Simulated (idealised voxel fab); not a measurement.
process module | voxel fin reveal
cross-section cut | 250 nm wide | cells 5 nm
A cross-section is a grid of square cells, given in bands from the top down. A band is one or more rows of cells.
Each band's line starts with the height of the band's top and of its bottom, in nm. Then come its materials from left to right, each with its width in nm. One material with "throughout" fills the band from edge to edge. "air" is empty space.
Height 0 is the level under which the wafer as received is all one material. The lowest band goes on downwards, as in "0 down".
A width such as "30 to 40" changes by the same amount from each row of cells to the next, from the band's top row to its bottom row.
"no change" after a step means that no cell of the cross-section changed.
closed voids: empty space of 8 cells or more with no open way to the top, each as width x height at its distance from the left edge, in nm
after a step's settings: what the simulator itself notes on the step
overlay nm, on a step with a mask: how far to the right of its planned place the mask lay; to the left if negative
plan
1 op RECEIVE | material Si
2 op CONFORMAL_DEP | material SiN | thk nm 10
3 op DIRECTIONAL_DEP | material aC | thk nm 10
4 op PATTERN | tone cover | mask id FINS | material resist | width nm 15 | pitch nm 40 | thk nm 25 | overlay nm 0
5 op DIRECTIONAL_ETCH | etch materials aC | depth nm 10
6 op STRIP | etch materials resist
7 op DIRECTIONAL_ETCH | etch materials SiN | depth nm 10
8 op DIRECTIONAL_ETCH | etch materials Si | depth nm 40
9 op STRIP | etch materials aC
10 op OXIDIZE | depth nm 5
11 op FILL_DEP | material SiO2 | thk nm 15
12 op CMP | height nm 10
13 op SELECTIVE_ETCH | etch materials SiO2 | depth nm 20
14 op STRIP | etch materials SiN
first wafer, as planned
as received, after step 1
  0 down: Si throughout
  closed voids: none
after step 2
  10 to 0: SiN throughout
  below 0: unchanged
after step 3
  20 to 10: aC throughout
  below 10: unchanged
after step 4
  45 to 20: air 95 | resist 15 | air 25 | resist 15 | air 100
  below 20: unchanged
after step 5
  35 to 20: air 95 | resist 15 | air 25 | resist 15 | air 100
  20 to 10: air 95 | aC 15 | air 25 | aC 15 | air 100
  below 10: unchanged
after step 6
  20 to 10: air 95 | aC 15 | air 25 | aC 15 | air 100
  below 10: unchanged
after step 7
  20 to 10: air 95 | aC 15 | air 25 | aC 15 | air 100
  10 to 0: air 95 | SiN 15 | air 25 | SiN 15 | air 100
  below 0: unchanged
after step 8
  20 to 10: air 95 | aC 15 | air 25 | aC 15 | air 100
  10 to 0: air 95 | SiN 15 | air 25 | SiN 15 | air 100
  0 to -40: air 95 | Si 15 | air 25 | Si 15 | air 100
  below -40: unchanged
after step 9
  10 to 0: air 95 | SiN 15 | air 25 | SiN 15 | air 100
  below 0: unchanged
after step 10
  10 to 0: air 95 | SiN 15 | air 25 | SiN 15 | air 100
  0 to -40: air 95 | SiO2 5 | Si 5 | SiO2 5 | air 25 | SiO2 5 | Si 5 | SiO2 5 | air 100
  -40 to -45: SiO2 100 | Si 5 | SiO2 35 | Si 5 | SiO2 105
  below -45: unchanged
after step 11
  25 to 10: SiO2 throughout
  10 to 0: SiO2 95 | SiN 15 | SiO2 25 | SiN 15 | SiO2 100
  0 to -45: SiO2 100 | Si 5 | SiO2 35 | Si 5 | SiO2 105
  below -45: unchanged
after step 12
  10 to 0: SiO2 95 | SiN 15 | SiO2 25 | SiN 15 | SiO2 100
  below 0: unchanged
after step 13
  10 to 0: air 95 | SiN 15 | air 25 | SiN 15 | air 100
  0 to -10: air 100 | Si 5 | air 35 | Si 5 | air 105
  below -10: unchanged
after step 14
  0 to -10: air 100 | Si 5 | air 35 | Si 5 | air 105
  below -10: unchanged
second wafer: like start, like plan, one mistake. Through step 7 it matches the first wafer
when step 8 should have ended
  20 to 10: air 95 | aC 15 | air 25 | aC 15 | air 100
  10 to 0: air 95 | SiN 15 | air 25 | SiN 15 | air 100
  0 to -35: air 95 | Si 15 | air 25 | Si 15 | air 100
  below -35: unchanged
when step 9 should have ended
  10 to 0: air 95 | SiN 15 | air 25 | SiN 15 | air 100
  below 0: unchanged
when step 10 should have ended
  10 to 0: air 95 | SiN 15 | air 25 | SiN 15 | air 100
  0 to -35: air 95 | SiO2 5 | Si 5 | SiO2 5 | air 25 | SiO2 5 | Si 5 | SiO2 5 | air 100
  -35 to -40: SiO2 100 | Si 5 | SiO2 35 | Si 5 | SiO2 105
  below -40: unchanged
when step 11 should have ended
  25 to 10: SiO2 throughout
  10 to 0: SiO2 95 | SiN 15 | SiO2 25 | SiN 15 | SiO2 100
  0 to -40: SiO2 100 | Si 5 | SiO2 35 | Si 5 | SiO2 105
  below -40: unchanged
when step 12 should have ended
  10 to 0: SiO2 95 | SiN 15 | SiO2 25 | SiN 15 | SiO2 100
  below 0: unchanged
when step 13 should have ended
  10 to 0: air 95 | SiN 15 | air 25 | SiN 15 | air 100
  0 to -10: air 100 | Si 5 | air 35 | Si 5 | air 105
  below -10: unchanged
when step 14 should have ended
  0 to -10: air 100 | Si 5 | air 35 | Si 5 | air 105
  below -10: unchanged
what went wrong: step 8 ran as: op DIRECTIONAL_ETCH | etch materials Si | depth nm 35
at the end the second wafer has, in cells: 48 more of Si | 48 fewer of SiO2
